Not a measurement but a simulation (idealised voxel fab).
This is a process module. Its name is voxel air gaps.
In the cross-section labelled cut, the width is 285 nm and each square cell is 5 nm.
Cross-sections here: square-cell grids, written as top-down lists of bands, a band being one or more rows of cells.
First you get the band's top height and its bottom height, in nm, and then the materials it's made of, left to right, with each width in nm. If you see a single material with "throughout", that one covers the band edge to edge. "air" is empty space.
For the purposes of this specification, 0 denotes the height below which the wafer in its as-received condition is composed wholly of one material, and the lowermost band, lacking a lower limit, extends downward without end, as expressed in "top 0, no bottom".
Quick explanation for "30 to 40": the width changes in equal steps down the rows of cells, from the first number in the band's top row to the second number in its bottom row.
"changes: none" for a step: no cell of the cross-section changed in that step.
Enclosed voids (no open way to top), threshold 8 cells or more, entry "Internal closed voids", notation width x height at distance, distance from left edge, nm.
Formally, on a step line, whatever follows the settings is a remark that the simulator itself makes on the step.
The "overlay nm" setting may appear on a step's line; for a step that uses a mask, it gives how far to the right of its planned position the mask lay, and a negative value indicates the left.
**The process steps that were planned are listed below**
step 1: RECEIVE | material Si
step 2: CONFORMAL_DEP | material SiO2 | thk nm 10
step 3: CONFORMAL_DEP | material SiN | thk nm 5
step 4: DIRECTIONAL_DEP | material lowk | thk nm 40
step 5: PATTERN | tone open | mask id LINES | material resist | width nm 15 | pitch nm 45 | thk nm 15 | overlay nm 0
step 6: DIRECTIONAL_ETCH | etch materials lowk | depth nm 40
step 7: STRIP | etch materials resist
step 8: CONFORMAL_DEP | material TiN | thk nm 5
step 9: FILL_DEP | material W | thk nm 5
step 10: CMP | height nm 55
step 11: EPI | material Ru | thk nm 10
step 12: SELECTIVE_ETCH | etch materials lowk | depth nm 50
step 13: CONFORMAL_DEP | material SiN | thk nm 5
**Here's what the wafer looked like in cross-section when it arrived - that's after step 1**
    top 0, no bottom | Si throughout
    Internal closed voids: none
**Post-module cross-section of the first of two wafers (run per plan)**
    top 70, bottom 65 | 75 nm air, 135 nm SiN, 75 nm air
    top 65, bottom 55 | 75 nm air, 5 nm SiN, 35 nm Ru, 10 nm SiN, 35 nm Ru, 10 nm SiN, 35 nm Ru, 5 nm SiN, 75 nm air
    top 55, bottom 50 | 75 nm air, 15 nm SiN, 5 nm TiN, 5 nm W, 5 nm TiN, 30 nm SiN, 5 nm TiN, 5 nm W, 5 nm TiN, 30 nm SiN, 5 nm TiN, 5 nm W, 5 nm TiN, 15 nm SiN, 75 nm air
    top 50, bottom 20 | 85 nm air, 5 nm SiN, 5 nm TiN, 5 nm W, 5 nm TiN, 5 nm SiN, 20 nm air, 5 nm SiN, 5 nm TiN, 5 nm W, 5 nm TiN, 5 nm SiN, 20 nm air, 5 nm SiN, 5 nm TiN, 5 nm W, 5 nm TiN, 5 nm SiN, 85 nm air
    top 20, bottom 15 | 90 nm SiN, 15 nm TiN, 30 nm SiN, 15 nm TiN, 30 nm SiN, 15 nm TiN, 90 nm SiN
    top 15, bottom 10 | SiN throughout
    top 10, bottom 0 | SiO2 throughout
    top 0, no bottom | Si throughout
    Internal closed voids: 20 x 30 at 110; 20 x 30 at 155
**End-of-module cross-section of the second wafer: identical starting point and process plan to the first, with one processing mistake**
    top 70, bottom 65 | 75 nm air, 135 nm SiN, 75 nm air
    top 65, bottom 55 | 75 nm air, 5 nm SiN, 35 nm Ru, 10 nm SiN, 35 nm Ru, 10 nm SiN, 35 nm Ru, 5 nm SiN, 75 nm air
    top 55, bottom 50 | 75 nm air, 15 nm SiN, 5 nm TiN, 5 nm W, 5 nm TiN, 30 nm SiN, 5 nm TiN, 5 nm W, 5 nm TiN, 30 nm SiN, 5 nm TiN, 5 nm W, 5 nm TiN, 15 nm SiN, 75 nm air
    top 50, bottom 30 | 85 nm air, 5 nm SiN, 5 nm TiN, 5 nm W, 5 nm TiN, 5 nm SiN, 20 nm air, 5 nm SiN, 5 nm TiN, 5 nm W, 5 nm TiN, 5 nm SiN, 20 nm air, 5 nm SiN, 5 nm TiN, 5 nm W, 5 nm TiN, 5 nm SiN, 85 nm air
    top 30, bottom 25 | 90 nm SiN, 15 nm TiN, 30 nm SiN, 15 nm TiN, 30 nm SiN, 15 nm TiN, 90 nm SiN
    top 25, bottom 10 | SiN throughout
    top 10, bottom 0 | SiO2 throughout
    top 0, no bottom | Si throughout
    Internal closed voids: 20 x 20 at 110; 20 x 20 at 155
Finding, execution versus plan: step 3 deviated from plan and actually ran as CONFORMAL_DEP | material SiN | thk nm 15
Counted in cells at the end, the second wafer holds more or fewer of these materials than the first: 102 more of SiN | 12 fewer of TiN | 6 fewer of W
